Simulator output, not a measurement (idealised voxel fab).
The process module presented herein is designated voxel transistor to metal.
cross-section cut | 210 nm wide | cells 5 nm
The cross-sections in this document take the form of a grid made of square cells. They are written out as bands, in order from top to bottom. Each band consists of one or more rows of cells. For a band, the entry starts with two heights in nm, that of the top and then that of the bottom, and carries on with the band's materials in order from left to right, each alongside its width in nm; the word "edge to edge" beside a single material means it fills the band edge to edge, and "air" means empty space. Note: height 0 marks the level under which the wafer is uniformly one material as received. Lowest band unbounded below, written "0 and below". Read "30 to 40" as a graded width: first number on top, second number at the bottom, same change between each pair of neighbouring rows. It should be understood that the words "no modifications", when stated for a given step, signify that the cross-section underwent no change in any of its cells during that step. "Closed void inventory" specifies each empty space that is not open to the top and that occupies no fewer than 8 cells, using the form width x height at distance, the distance measured from the left edge and all three quantities in nm. That trailing text on a step's line, after the settings, is the simulator's own remark on the step. Each step line may optionally specify "overlay nm", which for a step with a mask gives the rightward distance between the mask's planned place and where it lay, a negative value indicating the leftward direction.
Intended process steps:
step 1: RECEIVE: material Si
step 2: CONFORMAL_DEP: material SiO2, thk nm 5
step 3: CONFORMAL_DEP: material SiN, thk nm 15
step 4: DIRECTIONAL_DEP: material aC, thk nm 10
step 5: PATTERN: tone cover, mask id ACTIVE, material resist, width nm 115, thk nm 25, overlay nm 0
step 6: DIRECTIONAL_ETCH: etch materials aC, depth nm 10
step 7: STRIP: etch materials resist
step 8: DIRECTIONAL_ETCH: etch materials SiN, depth nm 15
step 9: DIRECTIONAL_ETCH: etch materials SiO2, depth nm 5
step 10: DIRECTIONAL_ETCH: etch materials Si, depth nm 20
step 11: STRIP: etch materials aC
step 12: OXIDIZE: depth nm 5
step 13: FILL_DEP: material SiO2, thk nm 15
step 14: CMP: height nm 20
step 15: SELECTIVE_ETCH: etch materials SiO2, depth nm 15
step 16: STRIP: etch materials SiN
step 17: SELECTIVE_ETCH: etch materials SiO2, depth nm 5
step 18: OXIDIZE: depth nm 5
step 19: DIRECTIONAL_DEP: material polySi, thk nm 30
step 20: DIRECTIONAL_DEP: material SiCN, thk nm 10
step 21: PATTERN: tone cover, mask id GATE, material resist, width nm 25, thk nm 20, overlay nm 0
step 22: DIRECTIONAL_ETCH: etch materials SiCN, depth nm 20
step 23: DIRECTIONAL_ETCH: etch materials polySi, depth nm 40
step 24: STRIP: etch materials resist
step 25: CONFORMAL_DEP: material SiO2, thk nm 5
step 26: DIRECTIONAL_ETCH: etch materials SiO2, depth nm 5
step 27: CONFORMAL_DEP: material SiN, thk nm 5
step 28: DIRECTIONAL_ETCH: etch materials SiN, depth nm 5
step 29: DIRECTIONAL_ETCH: etch materials SiO2, depth nm 5
step 30: EPI: material SiGe, thk nm 5
step 31: FILL_DEP: material SiO2, thk nm 10
step 32: CMP: height nm 40
step 33: DIRECTIONAL_DEP: material SiO2, thk nm 10
step 34: MASKED_ETCH: tone open, mask id CONTACT, width nm 30, pitch nm 65, etch materials SiO2, depth nm 50, overlay nm 0
step 35: CONFORMAL_DEP: material TiN, thk nm 5
step 36: FILL_DEP: material W, thk nm 10
step 37: CMP: height nm 50
step 38: CONFORMAL_DEP: material SiN, thk nm 5
step 39: DIRECTIONAL_DEP: material SiO2, thk nm 20
step 40: MASKED_ETCH: tone open, mask id METAL_1, width nm 15, pitch nm 80, etch materials SiO2, depth nm 20, overlay nm 0
step 41: MASKED_ETCH: tone open, mask id METAL_1, width nm 15, pitch nm 80, etch materials SiN, depth nm 5, overlay nm 0
step 42: CONFORMAL_DEP: material TiN, thk nm 5
step 43: FILL_DEP: material W, thk nm 10
step 44: CMP: height nm 75
step 45: EPI: material Ru, thk nm 5
step 46: FILL_DEP: material SiCN, thk nm 5
Delivered wafer in cross-section: state after step 1:
0 and below = Si edge to edge
Closed void inventory: none
The first of the two wafers as seen in cross-section once the module was finished; processing followed the plan:
85 down to 80 = SiCN edge to edge
80 down to 75 = SiCN 50 / Ru 25 / SiCN 55 / Ru 25 / SiCN 55
75 down to 55 = SiO2 55 / TiN 5 / W 5 / TiN 5 / SiO2 65 / TiN 5 / W 5 / TiN 5 / SiO2 60
55 down to 50 = SiN 55 / TiN 15 / SiN 65 / TiN 15 / SiN 60
50 down to 40 = SiO2 55 / TiN 5 / W 20 to 15 / TiN 5 to 10 / SiO2 35 / TiN 5 to 10 / W 20 to 15 / TiN 5 / SiO2 60
40 down to 30 = SiO2 55 / TiN 5 / W 15 / TiN 5 / SiN 5 / SiO2 5 / SiCN 25 / SiO2 5 / SiN 5 / TiN 5 / W 15 / TiN 5 / SiO2 60
30 down to 5 = SiO2 55 / TiN 5 / W 15 / TiN 5 / SiN 5 / SiO2 5 / polySi 25 / SiO2 5 / SiN 5 / TiN 5 / W 15 / TiN 5 / SiO2 60
5 down to 0 = SiO2 55 / TiN 25 / SiN 5 / SiO2 5 / polySi 25 / SiO2 5 / SiN 5 / TiN 25 / SiO2 60
0 down to -5 = SiO2 45 / SiGe 35 / SiO2 45 / SiGe 35 / SiO2 50
-5 down to -25 = SiO2 50 / Si 105 / SiO2 55
-25 and below = Si edge to edge
Closed void inventory: none
Wafer two cross-section, module end. Start and plan unchanged from wafer one; one mistake made during the run:
85 down to 80 = SiCN edge to edge
80 down to 75 = SiCN 50 / Ru 25 / SiCN 55 / Ru 25 / SiCN 55
75 down to 55 = SiO2 55 / TiN 5 / W 5 / TiN 5 / SiO2 65 / TiN 5 / W 5 / TiN 5 / SiO2 60
55 down to 50 = SiN 55 / TiN 15 / SiN 65 / TiN 15 / SiN 60
50 down to 40 = SiO2 50 / TiN 5 / W 30 to 20 / TiN 5 to 15 / SiO2 25 / TiN 5 to 15 / W 30 to 20 / TiN 5 / SiO2 55
40 down to 30 = SiO2 50 / TiN 5 / W 20 / TiN 5 / SiN 5 / TiN 5 / SiCN 25 / TiN 5 / SiN 5 / TiN 5 / W 20 / TiN 5 / SiO2 55
30 down to 5 = SiO2 50 / TiN 5 / W 20 / TiN 5 / SiN 5 / TiN 5 / polySi 25 / TiN 5 / SiN 5 / TiN 5 / W 20 / TiN 5 / SiO2 55
5 down to 0 = SiO2 50 / TiN 30 / SiN 5 / TiN 5 / polySi 25 / TiN 5 / SiN 5 / TiN 30 / SiO2 55
0 down to -5 = SiO2 45 / SiGe 35 / SiO2 45 / SiGe 35 / SiO2 50
-5 down to -25 = SiO2 50 / Si 105 / SiO2 55
-25 and below = Si edge to edge
Closed void inventory: none
What was done differently from what was planned? step 34 was run on a setting that differed from the plan, and what really ran there is MASKED_ETCH: tone open, mask id CONTACT, width nm 40, pitch nm 65, etch materials SiO2, depth nm 50, overlay nm 0
Final comparison by cell count, materials where the second wafer has more or fewer than the first: SiO2 -40 | TiN +20 | W +20
